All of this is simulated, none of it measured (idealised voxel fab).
Process module under the name voxel self aligned vias
The width of the displayed cross-section, cut, is 220 nm; its cells are square, with a size of 5 nm.
The cross-sections in this document take the form of a grid made of square cells. They are written out as bands, in order from top to bottom. Each band consists of one or more rows of cells. This entry defines a band. It first specifies the height of the band's top and the height of its bottom in nm, and then specifies the band's materials from left to right, stating each material with its width in nm. The word "everywhere" identifies a single material that fills the band from edge to edge, while the word "blank" identifies empty space. For the purposes of this specification, 0 denotes the height below which the wafer in its as-received condition is composed wholly of one material, and the lowermost band, lacking a lower limit, extends downward without end, as expressed in "0 nm and below". The expression "30 to 40" gives the width at the extremes of the band, the first number at its top row of cells and the second at its bottom row, with the width changing by equal amounts from each row to the next in between. A step reported as "all unchanged" is a step in which no cell of the cross-section changed. Each empty space that has no open way to the top and spans at least 8 cells appears under "Fully sealed voids" as width x height at distance, the distance counted from the left edge, all in nm. Where a step's line continues beyond its settings, the continuation is a remark by the simulator itself on that step. The "overlay nm" setting may appear on a step's line; for a step that uses a mask, it gives how far to the right of its planned position the mask lay, and a negative value indicates the left.
-- List of planned process steps
1) RECEIVE: material Si
2) CONFORMAL_DEP: material SiO2, thk nm 10
3) CONFORMAL_DEP: material SiCN, thk nm 5
4) DIRECTIONAL_DEP: material SiO2, thk nm 25
5) PATTERN: tone open, mask id LINES, material resist, width nm 20, pitch nm 50, thk nm 15, overlay nm 0
6) DIRECTIONAL_ETCH: etch materials SiO2, depth nm 25
7) STRIP: etch materials resist
8) CONFORMAL_DEP: material TiN, thk nm 5
9) FILL_DEP: material W, thk nm 10
10) CMP: height nm 40
11) SELECTIVE_ETCH: etch materials W Ru TiN, depth nm 5
12) FILL_DEP: material SiN, thk nm 10
13) CMP: height nm 40
14) DIRECTIONAL_DEP: material SiO2, thk nm 15
15) MASKED_ETCH: tone open, mask id VIAS, width nm 30, pitch nm 100, etch materials SiO2, depth nm 15, overlay nm 0
16) MASKED_ETCH: tone open, mask id VIAS, width nm 30, pitch nm 100, etch materials SiN, depth nm 5, overlay nm 0
17) CONFORMAL_DEP: material TiN, thk nm 5
18) FILL_DEP: material Ru, thk nm 10
19) CMP: height nm 55
20) CONFORMAL_DEP: material SiN, thk nm 5
-- Run as planned: first of two wafers
-- Received-state cross-section, reflecting completion of step 1
0 nm and below = Si everywhere
Fully sealed voids: none
-- Cross-section: wafer state after step 2
10 nm to 0 nm = SiO2 everywhere
Everything below 0 is unchanged.
-- Cross-section: wafer state after step 3
15 nm to 10 nm = SiCN everywhere
Everything below 10 is unchanged.
-- Cross-section: wafer state after step 4
40 nm to 15 nm = SiO2 everywhere
Everything below 15 is unchanged.
-- Cross-section: wafer state after step 5
55 nm to 40 nm = 50 of resist, 20 of blank, 30 of resist, 20 of blank, 30 of resist, 20 of blank, 50 of resist
Everything below 40 is unchanged.
-- Cross-section: wafer state after step 6
55 nm to 40 nm = 50 of resist, 20 of blank, 30 of resist, 20 of blank, 30 of resist, 20 of blank, 50 of resist
40 nm to 15 nm = 50 of SiO2, 20 of blank, 30 of SiO2, 20 of blank, 30 of SiO2, 20 of blank, 50 of SiO2
Everything below 15 is unchanged.
-- Cross-section: wafer state after step 7
40 nm to 15 nm = 50 of SiO2, 20 of blank, 30 of SiO2, 20 of blank, 30 of SiO2, 20 of blank, 50 of SiO2
Everything below 15 is unchanged.
-- Cross-section: wafer state after step 8
45 nm to 40 nm = 55 of TiN, 10 of blank, 40 of TiN, 10 of blank, 40 of TiN, 10 of blank, 55 of TiN
40 nm to 20 nm = 50 of SiO2, 5 of TiN, 10 of blank, 5 of TiN, 30 of SiO2, 5 of TiN, 10 of blank, 5 of TiN, 30 of SiO2, 5 of TiN, 10 of blank, 5 of TiN, 50 of SiO2
20 nm to 15 nm = 50 of SiO2, 20 of TiN, 30 of SiO2, 20 of TiN, 30 of SiO2, 20 of TiN, 50 of SiO2
Everything below 15 is unchanged.
-- Cross-section: wafer state after step 9
55 nm to 45 nm = W everywhere
45 nm to 40 nm = 55 of TiN, 10 of W, 40 of TiN, 10 of W, 40 of TiN, 10 of W, 55 of TiN
40 nm to 20 nm = 50 of SiO2, 5 of TiN, 10 of W, 5 of TiN, 30 of SiO2, 5 of TiN, 10 of W, 5 of TiN, 30 of SiO2, 5 of TiN, 10 of W, 5 of TiN, 50 of SiO2
Everything below 20 is unchanged.
-- Cross-section: wafer state after step 10
40 nm to 20 nm = 50 of SiO2, 5 of TiN, 10 of W, 5 of TiN, 30 of SiO2, 5 of TiN, 10 of W, 5 of TiN, 30 of SiO2, 5 of TiN, 10 of W, 5 of TiN, 50 of SiO2
Everything below 20 is unchanged.
-- Cross-section: wafer state after step 11
40 nm to 35 nm = 50 of SiO2, 20 of blank, 30 of SiO2, 20 of blank, 30 of SiO2, 20 of blank, 50 of SiO2
Everything below 35 is unchanged.
-- Cross-section: wafer state after step 12
50 nm to 40 nm = SiN everywhere
40 nm to 35 nm = 50 of SiO2, 20 of SiN, 30 of SiO2, 20 of SiN, 30 of SiO2, 20 of SiN, 50 of SiO2
Everything below 35 is unchanged.
-- Cross-section: wafer state after step 13
40 nm to 35 nm = 50 of SiO2, 20 of SiN, 30 of SiO2, 20 of SiN, 30 of SiO2, 20 of SiN, 50 of SiO2
Everything below 35 is unchanged.
-- Cross-section: wafer state after step 14
55 nm to 40 nm = SiO2 everywhere
Everything below 40 is unchanged.
-- Cross-section: wafer state after step 15
55 nm to 40 nm = 45 of SiO2, 30 of blank, 70 of SiO2, 30 of blank, 45 of SiO2
Everything below 40 is unchanged.
-- Cross-section: wafer state after step 16
55 nm to 40 nm = 45 of SiO2, 30 of blank, 70 of SiO2, 30 of blank, 45 of SiO2
40 nm to 35 nm = 50 of SiO2, 20 of blank, 30 of SiO2, 20 of SiN, 30 of SiO2, 20 of blank, 50 of SiO2
Everything below 35 is unchanged.
-- Cross-section: wafer state after step 17
60 nm to 55 nm = 50 of TiN, 20 of blank, 80 of TiN, 20 of blank, 50 of TiN
55 nm to 45 nm = 45 of SiO2, 5 of TiN, 20 of blank, 5 of TiN, 70 of SiO2, 5 of TiN, 20 of blank, 5 of TiN, 45 of SiO2
45 nm to 40 nm = 45 of SiO2, 10 of TiN, 10 of blank, 10 of TiN, 70 of SiO2, 10 of TiN, 10 of blank, 10 of TiN, 45 of SiO2
40 nm to 35 nm = 50 of SiO2, 20 of TiN, 30 of SiO2, 20 of SiN, 30 of SiO2, 20 of TiN, 50 of SiO2
Everything below 35 is unchanged.
-- Cross-section: wafer state after step 18
70 nm to 60 nm = Ru everywhere
60 nm to 55 nm = 50 of TiN, 20 of Ru, 80 of TiN, 20 of Ru, 50 of TiN
55 nm to 45 nm = 45 of SiO2, 5 of TiN, 20 of Ru, 5 of TiN, 70 of SiO2, 5 of TiN, 20 of Ru, 5 of TiN, 45 of SiO2
45 nm to 40 nm = 45 of SiO2, 10 of TiN, 10 of Ru, 10 of TiN, 70 of SiO2, 10 of TiN, 10 of Ru, 10 of TiN, 45 of SiO2
Everything below 40 is unchanged.
-- Cross-section: wafer state after step 19
55 nm to 45 nm = 45 of SiO2, 5 of TiN, 20 of Ru, 5 of TiN, 70 of SiO2, 5 of TiN, 20 of Ru, 5 of TiN, 45 of SiO2
Everything below 45 is unchanged.
-- Cross-section: wafer state after step 20
60 nm to 55 nm = SiN everywhere
Everything below 55 is unchanged.
-- Here the second wafer is described. Its start and its plan were those of the first wafer. Its run contained one mistake. Up to and including step 10, it did exactly what the first wafer did
-- The second wafer in cross-section, at the planned close of step 11
40 nm to 35 nm = 50 of SiO2, 5 of blank, 10 of W, 5 of blank, 30 of SiO2, 5 of blank, 10 of W, 5 of blank, 30 of SiO2, 5 of blank, 10 of W, 5 of blank, 50 of SiO2
Everything below 35 is unchanged.
-- The second wafer in cross-section, at the planned close of step 12
50 nm to 40 nm = SiN everywhere
40 nm to 35 nm = 50 of SiO2, 5 of SiN, 10 of W, 5 of SiN, 30 of SiO2, 5 of SiN, 10 of W, 5 of SiN, 30 of SiO2, 5 of SiN, 10 of W, 5 of SiN, 50 of SiO2
Everything below 35 is unchanged.
-- The second wafer in cross-section, at the planned close of step 13
40 nm to 35 nm = 50 of SiO2, 5 of SiN, 10 of W, 5 of SiN, 30 of SiO2, 5 of SiN, 10 of W, 5 of SiN, 30 of SiO2, 5 of SiN, 10 of W, 5 of SiN, 50 of SiO2
Everything below 35 is unchanged.
-- The second wafer in cross-section, at the planned close of step 14
55 nm to 40 nm = SiO2 everywhere
Everything below 40 is unchanged.
-- The second wafer in cross-section, at the planned close of step 15
55 nm to 40 nm = 45 of SiO2, 30 of blank, 70 of SiO2, 30 of blank, 45 of SiO2
Everything below 40 is unchanged.
-- The second wafer in cross-section, at the planned close of step 16
55 nm to 40 nm = 45 of SiO2, 30 of blank, 70 of SiO2, 30 of blank, 45 of SiO2
40 nm to 35 nm = 50 of SiO2, 5 of blank, 10 of W, 5 of blank, 30 of SiO2, 5 of SiN, 10 of W, 5 of SiN, 30 of SiO2, 5 of blank, 10 of W, 5 of blank, 50 of SiO2
Everything below 35 is unchanged.
-- The second wafer in cross-section, at the planned close of step 17
60 nm to 55 nm = 50 of TiN, 20 of blank, 80 of TiN, 20 of blank, 50 of TiN
55 nm to 45 nm = 45 of SiO2, 5 of TiN, 20 of blank, 5 of TiN, 70 of SiO2, 5 of TiN, 20 of blank, 5 of TiN, 45 of SiO2
45 nm to 40 nm = 45 of SiO2, 30 of TiN, 70 of SiO2, 30 of TiN, 45 of SiO2
40 nm to 35 nm = 50 of SiO2, 5 of TiN, 10 of W, 5 of TiN, 30 of SiO2, 5 of SiN, 10 of W, 5 of SiN, 30 of SiO2, 5 of TiN, 10 of W, 5 of TiN, 50 of SiO2
Everything below 35 is unchanged.
-- The second wafer in cross-section, at the planned close of step 18
70 nm to 60 nm = Ru everywhere
60 nm to 55 nm = 50 of TiN, 20 of Ru, 80 of TiN, 20 of Ru, 50 of TiN
55 nm to 45 nm = 45 of SiO2, 5 of TiN, 20 of Ru, 5 of TiN, 70 of SiO2, 5 of TiN, 20 of Ru, 5 of TiN, 45 of SiO2
Everything below 45 is unchanged.
-- The second wafer in cross-section, at the planned close of step 19
55 nm to 45 nm = 45 of SiO2, 5 of TiN, 20 of Ru, 5 of TiN, 70 of SiO2, 5 of TiN, 20 of Ru, 5 of TiN, 45 of SiO2
Everything below 45 is unchanged.
-- The second wafer in cross-section, at the planned close of step 20
60 nm to 55 nm = SiN everywhere
Everything below 55 is unchanged.
Where did the run depart from the plan? step 11 was not run as planned; what actually ran was SELECTIVE_ETCH: etch materials TiN, depth nm 5
Heads up, by the end the second wafer has more or fewer cells of some materials compared to the first: 4 fewer of Ru, 2 fewer of SiN, 6 more of W
